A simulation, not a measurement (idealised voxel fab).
The name of this process module is voxel trench capacitor.
Cross-sectional view cut (width: 260 nm; square cell size: 5 nm).
Bands, listed from the top down, are how a cross-section gets written in this document; the cross-section itself is a grid of square cells, and a band is one or more rows of them. Quick guide to a band line: top height, bottom height (nm) up front; then every material left to right with its width in nm. Only one material and it's marked "full width"? Then it fills the band edge to edge. And "air" just means empty space. Heads up on the height convention: 0 is the point under which the incoming wafer is all one material, and the lowest band has no bottom, it just keeps going down, like "top 0, no bottom". Width "30 to 40": first value at the band's top row of cells, second value at its bottom row, equal change from row to row. For the purposes of this document, the phrase "no change occurred" attached to a step denotes that no cell within the cross-section was modified by that step. You'll see "Enclosed voids" listing empty spaces that have no way open to the top, as long as they're 8 cells or more; the notation is width x height at distance, where the distance is from the left edge, and all of it is in nm. The remark found on a step's line after its settings is issued by the simulator itself and pertains to that step. "overlay nm" on a masked step: distance the mask lay right of its planned place, negative for left.
### The planned process steps are enumerated hereunder
- 1: RECEIVE, material Si
- 2: CONFORMAL_DEP, material SiN, thk nm 10
- 3: DIRECTIONAL_DEP, material aC, thk nm 15
- 4: PATTERN, tone open, mask id TRENCH, material resist, width nm 30, pitch nm 55, thk nm 30, overlay nm 0
- 5: DIRECTIONAL_ETCH, etch materials aC, depth nm 15
- 6: STRIP, etch materials resist
- 7: DIRECTIONAL_ETCH, etch materials SiN, depth nm 10
- 8: DIRECTIONAL_ETCH, etch materials Si, depth nm 30
- 9: STRIP, etch materials aC
- 10: CONFORMAL_DEP, material HfO2, thk nm 5
- 11: CONFORMAL_DEP, material TiN, thk nm 5
- 12: FILL_DEP, material W, thk nm 10
- 13: CMP, height nm 10
### Below: the first of two wafers, run as planned
### Delivered wafer in cross-section: state after step 1
	top 0, no bottom = Si full width
	Enclosed voids: none
### The wafer in cross-section once step 2 is complete
	top 10, bottom 0 = SiN full width
	below 0: unchanged
### The wafer in cross-section once step 3 is complete
	top 25, bottom 10 = aC full width
	below 10: unchanged
### The wafer in cross-section once step 4 is complete
	top 55, bottom 25 = resist (30), air (30), resist (25), air (30), resist (25), air (30), resist (25), air (30), resist (35)
	below 25: unchanged
### The wafer in cross-section once step 5 is complete
	top 40, bottom 25 = resist (30), air (30), resist (25), air (30), resist (25), air (30), resist (25), air (30), resist (35)
	top 25, bottom 10 = aC (30), air (30), aC (25), air (30), aC (25), air (30), aC (25), air (30), aC (35)
	below 10: unchanged
### The wafer in cross-section once step 6 is complete
	top 25, bottom 10 = aC (30), air (30), aC (25), air (30), aC (25), air (30), aC (25), air (30), aC (35)
	below 10: unchanged
### The wafer in cross-section once step 7 is complete
	top 25, bottom 10 = aC (30), air (30), aC (25), air (30), aC (25), air (30), aC (25), air (30), aC (35)
	top 10, bottom 0 = SiN (30), air (30), SiN (25), air (30), SiN (25), air (30), SiN (25), air (30), SiN (35)
	below 0: unchanged
### The wafer in cross-section once step 8 is complete
	top 25, bottom 10 = aC (30), air (30), aC (25), air (30), aC (25), air (30), aC (25), air (30), aC (35)
	top 10, bottom 0 = SiN (30), air (30), SiN (25), air (30), SiN (25), air (30), SiN (25), air (30), SiN (35)
	top 0, bottom -30 = Si (30), air (30), Si (25), air (30), Si (25), air (30), Si (25), air (30), Si (35)
	below -30: unchanged
### The wafer in cross-section once step 9 is complete
	top 10, bottom 0 = SiN (30), air (30), SiN (25), air (30), SiN (25), air (30), SiN (25), air (30), SiN (35)
	below 0: unchanged
### The wafer in cross-section once step 10 is complete
	top 15, bottom 10 = HfO2 (35), air (20), HfO2 (35), air (20), HfO2 (35), air (20), HfO2 (35), air (20), HfO2 (40)
	top 10, bottom 0 = SiN (30), HfO2 (5), air (20), HfO2 (5), SiN (25), HfO2 (5), air (20), HfO2 (5), SiN (25), HfO2 (5), air (20), HfO2 (5), SiN (25), HfO2 (5), air (20), HfO2 (5), SiN (35)
	top 0, bottom -25 = Si (30), HfO2 (5), air (20), HfO2 (5), Si (25), HfO2 (5), air (20), HfO2 (5), Si (25), HfO2 (5), air (20), HfO2 (5), Si (25), HfO2 (5), air (20), HfO2 (5), Si (35)
	top -25, bottom -30 = Si (30), HfO2 (30), Si (25), HfO2 (30), Si (25), HfO2 (30), Si (25), HfO2 (30), Si (35)
	below -30: unchanged
### The wafer in cross-section once step 11 is complete
	top 20, bottom 15 = TiN (40), air (10), TiN (45), air (10), TiN (45), air (10), TiN (45), air (10), TiN (45)
	top 15, bottom 10 = HfO2 (35), TiN (5), air (10), TiN (5), HfO2 (35), TiN (5), air (10), TiN (5), HfO2 (35), TiN (5), air (10), TiN (5), HfO2 (35), TiN (5), air (10), TiN (5), HfO2 (40)
	top 10, bottom 0 = SiN (30), HfO2 (5), TiN (5), air (10), TiN (5), HfO2 (5), SiN (25), HfO2 (5), TiN (5), air (10), TiN (5), HfO2 (5), SiN (25), HfO2 (5), TiN (5), air (10), TiN (5), HfO2 (5), SiN (25), HfO2 (5), TiN (5), air (10), TiN (5), HfO2 (5), SiN (35)
	top 0, bottom -20 = Si (30), HfO2 (5), TiN (5), air (10), TiN (5), HfO2 (5), Si (25), HfO2 (5), TiN (5), air (10), TiN (5), HfO2 (5), Si (25), HfO2 (5), TiN (5), air (10), TiN (5), HfO2 (5), Si (25), HfO2 (5), TiN (5), air (10), TiN (5), HfO2 (5), Si (35)
	top -20, bottom -25 = Si (30), HfO2 (5), TiN (20), HfO2 (5), Si (25), HfO2 (5), TiN (20), HfO2 (5), Si (25), HfO2 (5), TiN (20), HfO2 (5), Si (25), HfO2 (5), TiN (20), HfO2 (5), Si (35)
	below -25: unchanged
### The wafer in cross-section once step 12 is complete
	top 30, bottom 20 = W full width
	top 20, bottom 15 = TiN (40), W (10), TiN (45), W (10), TiN (45), W (10), TiN (45), W (10), TiN (45)
	top 15, bottom 10 = HfO2 (35), TiN (5), W (10), TiN (5), HfO2 (35), TiN (5), W (10), TiN (5), HfO2 (35), TiN (5), W (10), TiN (5), HfO2 (35), TiN (5), W (10), TiN (5), HfO2 (40)
	top 10, bottom 0 = SiN (30), HfO2 (5), TiN (5), W (10), TiN (5), HfO2 (5), SiN (25), HfO2 (5), TiN (5), W (10), TiN (5), HfO2 (5), SiN (25), HfO2 (5), TiN (5), W (10), TiN (5), HfO2 (5), SiN (25), HfO2 (5), TiN (5), W (10), TiN (5), HfO2 (5), SiN (35)
	top 0, bottom -20 = Si (30), HfO2 (5), TiN (5), W (10), TiN (5), HfO2 (5), Si (25), HfO2 (5), TiN (5), W (10), TiN (5), HfO2 (5), Si (25), HfO2 (5), TiN (5), W (10), TiN (5), HfO2 (5), Si (25), HfO2 (5), TiN (5), W (10), TiN (5), HfO2 (5), Si (35)
	below -20: unchanged
### The wafer in cross-section once step 13 is complete
	top 10, bottom 0 = SiN (30), HfO2 (5), TiN (5), W (10), TiN (5), HfO2 (5), SiN (25), HfO2 (5), TiN (5), W (10), TiN (5), HfO2 (5), SiN (25), HfO2 (5), TiN (5), W (10), TiN (5), HfO2 (5), SiN (25), HfO2 (5), TiN (5), W (10), TiN (5), HfO2 (5), SiN (35)
	below 0: unchanged
### Second wafer. Start and plan as for the first. One mistake made in running. Agrees with the first up to and including step 12
The second wafer cut through, at the time step 13 was supposed to be finished: no change occurred
What went wrong in running the wafer? step 13 of the plan never got run, it was skipped over
Counted in cells at the end, the second wafer holds more or fewer of these materials than the first: HfO2: 36 more, TiN: 52 more, W: 120 more
